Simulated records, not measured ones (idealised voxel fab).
process module | voxel ribs on slabs
cross-section cut | 175 nm wide | cells 5 nm
A cross-section is a grid of square cells, given in bands from the top down. A band is one or more rows of cells.
Each band's line starts with the height of the band's top and of its bottom, in nm. Then come its materials from left to right, each with its width in nm. One material with "throughout" fills the band from edge to edge. "air" is empty space.
Height 0 is the level under which the wafer as received is all one material. The lowest band goes on downwards, as in "0 down".
A width such as "30 to 40" changes by the same amount from each row of cells to the next, from the band's top row to its bottom row.
"no change" after a step means that no cell of the cross-section changed.
closed voids: empty space of 8 cells or more with no open way to the top, each as width x height at its distance from the left edge, in nm
after a step's settings: what the simulator itself notes on the step
overlay nm, on a step with a mask: how far to the right of its planned place the mask lay; to the left if negative
plan
1 op RECEIVE | material Si
2 op DIRECTIONAL_DEP | material SiO2 | thk nm 25
3 op DIRECTIONAL_DEP | material SiN | thk nm 15
4 op MASKED_ETCH | tone cover | mask id RIB | width nm 30 | etch materials SiN | depth nm 10 | overlay nm 0
5 op DIRECTIONAL_DEP | material aC | thk nm 10
6 op PATTERN | tone cover | mask id SLAB | material resist | width nm 60 | thk nm 30 | overlay nm 0
7 op DIRECTIONAL_ETCH | etch materials aC | depth nm 10
8 op STRIP | etch materials resist
9 op DIRECTIONAL_ETCH | etch materials SiN | depth nm 5
10 op STRIP | etch materials aC
11 op FILL_DEP | material SiO2 | thk nm 20
12 op CMP | height nm 55
13 op DIRECTIONAL_DEP | material TiN | thk nm 10
14 op MASKED_ETCH | tone cover | mask id HEATER | width nm 40 | etch materials TiN | depth nm 10 | overlay nm 0
15 op CONFORMAL_DEP | material SiN | thk nm 10
as received, after step 1
  0 down: Si throughout
  closed voids: none
first wafer at the end, as planned
  75 to 65: air 55 | SiN 60 | air 60
  65 to 55: SiN 65 | TiN 40 | SiN 70
  55 to 40: SiO2 throughout
  40 to 30: SiO2 70 | SiN 30 | SiO2 75
  30 to 25: SiO2 55 | SiN 60 | SiO2 60
  25 to 0: SiO2 throughout
  0 down: Si throughout
  closed voids: none
second wafer at the end: like start, like plan, one mistake
  75 to 65: air 55 | SiN 60 | air 60
  65 to 55: SiN 65 | TiN 40 | SiN 70
  55 to 50: SiO2 throughout
  50 to 40: SiO2 70 | SiN 30 | SiO2 75
  40 to 35: SiO2 55 | SiN 60 | SiO2 60
  35 to 25: SiN throughout
  25 to 0: SiO2 throughout
  0 down: Si throughout
  closed voids: none
what went wrong: step 3 ran as: op DIRECTIONAL_DEP | material SiN | thk nm 25
at the end the second wafer has, in cells: 70 more of SiN | 70 fewer of SiO2
